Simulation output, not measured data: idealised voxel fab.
Process module under the name voxel ribs on slabs
Pictured: cross-section cut, 240 nm wide, on a grid of 5 nm square cells.
Square cells in a grid make up a cross-section in this document, and the grid is given as bands, listed from the top down, each one or more rows of cells. First you get the band's top height and its bottom height, in nm, and then the materials it's made of, left to right, with each width in nm. If you see a single material with "everywhere", that one covers the band edge to edge. "air" is empty space. Ref level 0: as-received wafer is one material below here. Bottom band extends down with no lower bound ("0 -> down"). When a width is written as two numbers, as in "30 to 40", the first number is the width in the top row of cells of the band and the second is the width in its bottom row, and the width changes by the same amount from each row to the next. It should be understood that the words "remained the same", when stated for a given step, signify that the cross-section underwent no change in any of its cells during that step. "Closed internal voids" means: voids of 8 cells or more that are shut off from the top with no open way through. Written width x height at distance, distance from the left edge, in nm. Note: text after step settings on the step line = simulator remark on that step. On any step carrying a mask, the "overlay nm" setting, if present on the step's line, tells how far right of its planned place the mask lay; negative values point to the left.
### Steps in the process plan
1) RECEIVE | material Si
2) DIRECTIONAL_DEP | material SiO2 | thk nm 25
3) DIRECTIONAL_DEP | material polySi | thk nm 20
4) PATTERN | tone cover | mask id RIB | material resist | width nm 25 | thk nm 15 | overlay nm 0
5) DIRECTIONAL_ETCH | etch materials polySi | depth nm 5
6) STRIP | etch materials resist
7) PATTERN | tone cover | mask id SLAB | material resist | width nm 75 | thk nm 20 | overlay nm 0
8) DIRECTIONAL_ETCH | etch materials polySi | depth nm 15
9) STRIP | etch materials resist
10) FILL_DEP | material SiO2 | thk nm 25
11) CMP | height nm 65
12) DIRECTIONAL_DEP | material TiN | thk nm 10
13) MASKED_ETCH | tone cover | mask id HEATER | width nm 35 | etch materials TiN | depth nm 10 | overlay nm -15
14) CONFORMAL_DEP | material SiO2 | thk nm 5
What sets these wafers apart? The overlay nm at step 13. They all start alike, and the plan carries the first wafer's value.
### As received, i.e. after step 1: cross-section through the first of several wafers
0 -> down = Si everywhere
Closed internal voids: none
### Rows = wafers. At module end, each row lists per material the cells gained (+) or lost (-) since the wafer was received, then the closed voids
overlay nm -15 | +626 SiO2 | +14 TiN | +50 polySi | Closed internal voids: none
overlay nm -10 | +626 SiO2 | +14 TiN | +50 polySi | Closed internal voids: none
overlay nm -5 | +626 SiO2 | +14 TiN | +50 polySi | Closed internal voids: none
overlay nm 0 | +626 SiO2 | +14 TiN | +50 polySi | Closed internal voids: none
overlay nm 5 | +626 SiO2 | +14 TiN | +50 polySi | Closed internal voids: none
overlay nm 10 | +626 SiO2 | +14 TiN | +50 polySi | Closed internal voids: none
overlay nm 15 | +626 SiO2 | +14 TiN | +50 polySi | Closed internal voids: none
